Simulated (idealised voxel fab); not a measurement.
A process module follows: voxel self aligned contacts.
FYI the section here is cut, 265 nm wide, cells are 5 nm squares.
We lay out every cross-section as a grid of square cells and spell it out in bands from the top down, where one band means one or more rows of cells. Each band's line starts with the height of the band's top and of its bottom, in nm. Then come its materials from left to right, each with its width in nm. One material with "full width" fills the band from edge to edge. "air" is empty space. Height datum 0, below which the as-received substrate wafer is one material. Lowest band open at the bottom, running downward: "0 down". Quick explanation for "30->40": the width changes in equal steps down the rows of cells, from the first number in the band's top row to the second number in its bottom row. Key: "nothing different" - step with no changed cell in the cross-section. Voids not open to the top, 8 cells minimum: see "Fully sealed cavities". Written width x height at distance; distance is from the left edge; nm. That trailing text on a step's line, after the settings, is the simulator's own remark on the step. The "overlay nm" setting may appear on a step's line; for a step that uses a mask, it gives how far to the right of its planned position the mask lay, and a negative value indicates the left.
-- plan
1: RECEIVE (material Si)
2: OXIDIZE (depth nm 5)
3: DIRECTIONAL_DEP (material polySi; thk nm 30)
4: DIRECTIONAL_DEP (material SiN; thk nm 20)
5: PATTERN (tone cover; mask id GATE; material resist; width nm 30; pitch nm 65; thk nm 20; overlay nm 0)
6: DIRECTIONAL_ETCH (etch materials SiN; depth nm 20)
7: DIRECTIONAL_ETCH (etch materials polySi; depth nm 30)
8: STRIP (etch materials resist)
9: CONFORMAL_DEP (material SiN; thk nm 10)
10: DIRECTIONAL_ETCH (etch materials SiN; depth nm 10)
11: FILL_DEP (material SiO2; thk nm 15)
12: CMP (height nm 55)
13: DIRECTIONAL_DEP (material aC; thk nm 15)
14: PATTERN (tone open; mask id CONTACT; material resist; width nm 45; thk nm 30; overlay nm 0)
15: DIRECTIONAL_ETCH (etch materials aC; depth nm 15)
16: STRIP (etch materials resist)
17: DIRECTIONAL_ETCH (etch materials SiO2; depth nm 60)
18: STRIP (etch materials aC)
19: CONFORMAL_DEP (material TiN; thk nm 5)
20: FILL_DEP (material Ru; thk nm 10)
21: CMP (height nm 55)
22: CONFORMAL_DEP (material SiN; thk nm 5)
-- Wafer cross-section on receipt, i.e. after step 1
> 0 down = Si full width
> Fully sealed cavities: none
-- Module complete - cross-section of the first of two wafers, run according to plan
> 60 to 55 = SiN full width
> 55 to 50 = SiO2=110; TiN=20; Ru=5; TiN=20; SiO2=110
> 50 to 30 = SiO2=75; SiN=50; TiN=5; Ru=5; TiN=5; SiN=50; SiO2=75
> 30 to 0 = SiO2=75; SiN=10; polySi=30; SiN=10; TiN=5; Ru=5; TiN=5; SiN=10; polySi=30; SiN=10; SiO2=75
> 0 to -5 = SiO2=125; TiN=15; SiO2=125
> -5 down = Si full width
> Fully sealed cavities: none
-- Wafer two, sectioned after the module: the first wafer's start, the first wafer's plan, and one mistake in how it was run
> 60 to 55 = SiN full width
> 55 to 50 = SiO2=110; aC=20; Ru=5; aC=20; SiO2=110
> 50 to 30 = SiO2=75; SiN=50; aC=5; Ru=5; aC=5; SiN=50; SiO2=75
> 30 to 0 = SiO2=75; SiN=10; polySi=30; SiN=10; aC=5; Ru=5; aC=5; SiN=10; polySi=30; SiN=10; SiO2=75
> 0 to -5 = SiO2=125; aC=15; SiO2=125
> -5 down = Si full width
> Fully sealed cavities: none
It is concluded that the wafer was processed incorrectly with respect to the plan, in that note that step 19 departed from the planned setting and was carried out as CONFORMAL_DEP (material aC; thk nm 5)
Per the end-of-run cell counts, the second wafer holds more or fewer of some materials than the first: 31 fewer of TiN; 31 more of aC
